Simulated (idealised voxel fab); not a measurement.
Process module under the name voxel fin reveal
Cross-sectional view cut (width: 185 nm; square cell size: 5 nm).
Think of the cross-section as a grid of square cells. We describe it in bands, top to bottom, and each band covers one or more rows of those cells. Heights first: top, then bottom, in nm. Then materials, left to right, each with a width in nm. "full width" on a single material: fills the band edge to edge. "blank": empty space. A quick word on heights: they are counted from 0, and under that level the wafer as it came to us is one material throughout. The lowest band is different from the rest in having no bottom; it simply continues downward, written as in "top 0, no bottom". A width such as "30 to 40" changes by the same amount from each row of cells to the next, from the band's top row to its bottom row. Basically "left unchanged" means that step didn't change any cell in the cross-section. You'll see "Closed internal voids" listing empty spaces that have no way open to the top, as long as they're 8 cells or more; the notation is width x height at distance, where the distance is from the left edge, and all of it is in nm. Anything after a step's settings on that line? It's the simulator's own note about the step. When a step includes a mask, the "overlay nm" setting on its line states how far to the right of its planned place that mask lay, and negative values state how far to the left.

THE STEPS PLANNED FOR THE PROCESS ARE AS FOLLOWS
1) RECEIVE with material Si
2) CONFORMAL_DEP with material SiN, thk nm 10
3) MASKED_ETCH with tone cover, mask id FINS, width nm 15, pitch nm 35, etch materials SiN, depth nm 10, overlay nm 0
4) MASKED_ETCH with tone cover, mask id FINS, width nm 15, pitch nm 35, etch materials Si, depth nm 40, overlay nm 0
5) FILL_DEP with material SiO2, thk nm 5
6) CMP with height nm 10
7) SELECTIVE_ETCH with etch materials SiO2, depth nm 30
8) STRIP with etch materials SiN
9) CONFORMAL_DEP with material HfO2, thk nm 5

THE FIRST OF THE TWO WAFERS, WHICH RAN AS PLANNED

THE CROSS-SECTION HERE SHOWS THE WAFER AS RECEIVED, I.E. IN ITS STATE AFTER STEP 1
top 0, no bottom  Si full width
Closed internal voids: none

PRESENTED HERE IS A CROSS-SECTION OF THE WAFER AFTER STEP 2 HAS BEEN PERFORMED
top 10, bottom 0  SiN full width
below 0: unchanged

PRESENTED HERE IS A CROSS-SECTION OF THE WAFER AFTER STEP 3 HAS BEEN PERFORMED
top 10, bottom 0  65 nm blank, 15 nm SiN, 20 nm blank, 15 nm SiN, 70 nm blank
below 0: unchanged

PRESENTED HERE IS A CROSS-SECTION OF THE WAFER AFTER STEP 4 HAS BEEN PERFORMED
top 10, bottom 0  65 nm blank, 15 nm SiN, 20 nm blank, 15 nm SiN, 70 nm blank
top 0, bottom -40  65 nm blank, 15 nm Si, 20 nm blank, 15 nm Si, 70 nm blank
below -40: unchanged

PRESENTED HERE IS A CROSS-SECTION OF THE WAFER AFTER STEP 5 HAS BEEN PERFORMED
top 15, bottom 10  SiO2 full width
top 10, bottom 0  65 nm SiO2, 15 nm SiN, 20 nm SiO2, 15 nm SiN, 70 nm SiO2
top 0, bottom -40  65 nm SiO2, 15 nm Si, 20 nm SiO2, 15 nm Si, 70 nm SiO2
below -40: unchanged

PRESENTED HERE IS A CROSS-SECTION OF THE WAFER AFTER STEP 6 HAS BEEN PERFORMED
top 10, bottom 0  65 nm SiO2, 15 nm SiN, 20 nm SiO2, 15 nm SiN, 70 nm SiO2
below 0: unchanged

PRESENTED HERE IS A CROSS-SECTION OF THE WAFER AFTER STEP 7 HAS BEEN PERFORMED
top 10, bottom 0  65 nm blank, 15 nm SiN, 20 nm blank, 15 nm SiN, 70 nm blank
top 0, bottom -20  65 nm blank, 15 nm Si, 20 nm blank, 15 nm Si, 70 nm blank
below -20: unchanged

PRESENTED HERE IS A CROSS-SECTION OF THE WAFER AFTER STEP 8 HAS BEEN PERFORMED
top 0, bottom -20  65 nm blank, 15 nm Si, 20 nm blank, 15 nm Si, 70 nm blank
below -20: unchanged

PRESENTED HERE IS A CROSS-SECTION OF THE WAFER AFTER STEP 9 HAS BEEN PERFORMED
top 5, bottom 0  60 nm blank, 25 nm HfO2, 10 nm blank, 25 nm HfO2, 65 nm blank
top 0, bottom -15  60 nm blank, 5 nm HfO2, 15 nm Si, 5 nm HfO2, 10 nm blank, 5 nm HfO2, 15 nm Si, 5 nm HfO2, 65 nm blank
top -15, bottom -20  65 nm HfO2, 15 nm Si, 20 nm HfO2, 15 nm Si, 70 nm HfO2
below -20: unchanged

THE REMAINING WAFER, SECOND OF THE TWO, STARTED LIKE THE FIRST AND WAS RUN TO THE SAME PLAN, EXCEPT THAT ONE MISTAKE WAS MADE ALONG THE WAY; THE TWO COINCIDE THROUGH STEP 7, INCLUSIVE

CROSS-SECTION OF THE SECOND WAFER CORRESPONDING TO THE PLANNED CONCLUSION OF STEP 8
top 10, bottom 0  65 nm blank, 15 nm SiN, 20 nm blank, 15 nm SiN, 70 nm blank
top 0, bottom -40  65 nm blank, 15 nm Si, 20 nm blank, 15 nm Si, 70 nm blank
below -40: unchanged

CROSS-SECTION OF THE SECOND WAFER CORRESPONDING TO THE PLANNED CONCLUSION OF STEP 9
top 15, bottom 10  60 nm blank, 25 nm HfO2, 10 nm blank, 25 nm HfO2, 65 nm blank
top 10, bottom 0  60 nm blank, 5 nm HfO2, 15 nm SiN, 5 nm HfO2, 10 nm blank, 5 nm HfO2, 15 nm SiN, 5 nm HfO2, 65 nm blank
top 0, bottom -35  60 nm blank, 5 nm HfO2, 15 nm Si, 5 nm HfO2, 10 nm blank, 5 nm HfO2, 15 nm Si, 5 nm HfO2, 65 nm blank
top -35, bottom -40  65 nm HfO2, 15 nm Si, 20 nm HfO2, 15 nm Si, 70 nm HfO2
below -40: unchanged
Plan not followed: not per plan at step 8, really ran STRIP with etch materials SiO2
Once processing is complete, comparing cell counts shows that the second wafer has more or fewer of certain materials than the first: 24 more of HfO2 | 12 more of SiN | 124 fewer of SiO2
